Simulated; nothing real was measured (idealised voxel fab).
Process module in this document: voxel self aligned vias
Each square cell in cross-section cut measures 5 nm, and the section as a whole is 295 nm wide.
When this document writes out a cross-section, it uses a grid of square cells and lists it as bands, beginning at the top and moving down, with a band standing for one or more rows of cells.
What a band's entry tells you: where the top is and where the bottom is, as heights in nm, and after that what lies inside, material by material from left to right, each with its width in nm. Empty space is written as the word "empty", and a single material marked with the word "all across" occupies the band from edge to edge.
Ref level 0: as-received wafer is one material below here. Bottom band extends down with no lower bound ("0 -> down").
So if you see something like "30 to 40" for the width, read it as the top row of the band sitting at the first number and the bottom row at the second, with every row in between moving by the same amount as the last.
Any step labelled "no alterations made" changed none of the cells in the cross-section.
You'll see "Closed void entries" listing empty spaces that have no way open to the top, as long as they're 8 cells or more; the notation is width x height at distance, where the distance is from the left edge, and all of it is in nm.
Anything after a step's settings on that line? It's the simulator's own note about the step.
overlay nm: step with mask; distance mask lay right of planned place; negative value = left of planned place.

### The following list gives the planned process steps
- 1: RECEIVE,material Si
- 2: CONFORMAL_DEP,material SiO2,thk nm 15
- 3: CONFORMAL_DEP,material SiCN,thk nm 5
- 4: DIRECTIONAL_DEP,material SiO2,thk nm 20
- 5: PATTERN,tone open,mask id LINES,material resist,width nm 20,pitch nm 60,thk nm 15,overlay nm -15
- 6: DIRECTIONAL_ETCH,etch materials SiO2,depth nm 20
- 7: STRIP,etch materials resist
- 8: CONFORMAL_DEP,material TiN,thk nm 5
- 9: FILL_DEP,material Ru,thk nm 5
- 10: CMP,height nm 40
- 11: SELECTIVE_ETCH,etch materials W Ru TiN,depth nm 5
- 12: FILL_DEP,material SiN,thk nm 5
- 13: CMP,height nm 40
- 14: DIRECTIONAL_DEP,material SiO2,thk nm 20
- 15: PATTERN,tone open,mask id VIAS,material resist,width nm 30,pitch nm 60,thk nm 20,overlay nm 0
- 16: DIRECTIONAL_ETCH,etch materials SiO2,depth nm 20
- 17: DIRECTIONAL_ETCH,etch materials SiN,depth nm 5
- 18: STRIP,etch materials resist
- 19: CONFORMAL_DEP,material TiN,thk nm 5
- 20: FILL_DEP,material Cu,thk nm 10
- 21: CMP,height nm 60
- 22: CONFORMAL_DEP,material SiN,thk nm 5
Same starting wafers, different overlay nm at step 5. Plan value belongs to the first wafer.

### After step 1, as received: first of several wafers, cross-section
  0 -> down: Si all across
  Closed void entries: none

### Quick key for the table: a row per wafer, taken at the end of the module. For each material it tells you how many cells the wafer gained (+) or lost (-) since it came in, and the closed voids come after
overlay nm -15 | +36 Cu | +12 Ru | +59 SiCN | +65 SiN | +529 SiO2 | +66 TiN | Closed void entries: none
overlay nm -10 | +39 Cu | +12 Ru | +59 SiCN | +62 SiN | +529 SiO2 | +66 TiN | Closed void entries: none
overlay nm -5 | +42 Cu | +12 Ru | +59 SiCN | +59 SiN | +529 SiO2 | +66 TiN | Closed void entries: none
overlay nm 0 | +42 Cu | +12 Ru | +59 SiCN | +59 SiN | +529 SiO2 | +66 TiN | Closed void entries: none
overlay nm 5 | +42 Cu | +12 Ru | +59 SiCN | +59 SiN | +529 SiO2 | +66 TiN | Closed void entries: none
overlay nm 10 | +39 Cu | +12 Ru | +59 SiCN | +62 SiN | +529 SiO2 | +66 TiN | Closed void entries: none
overlay nm 15 | +36 Cu | +12 Ru | +59 SiCN | +65 SiN | +529 SiO2 | +66 TiN | Closed void entries: none
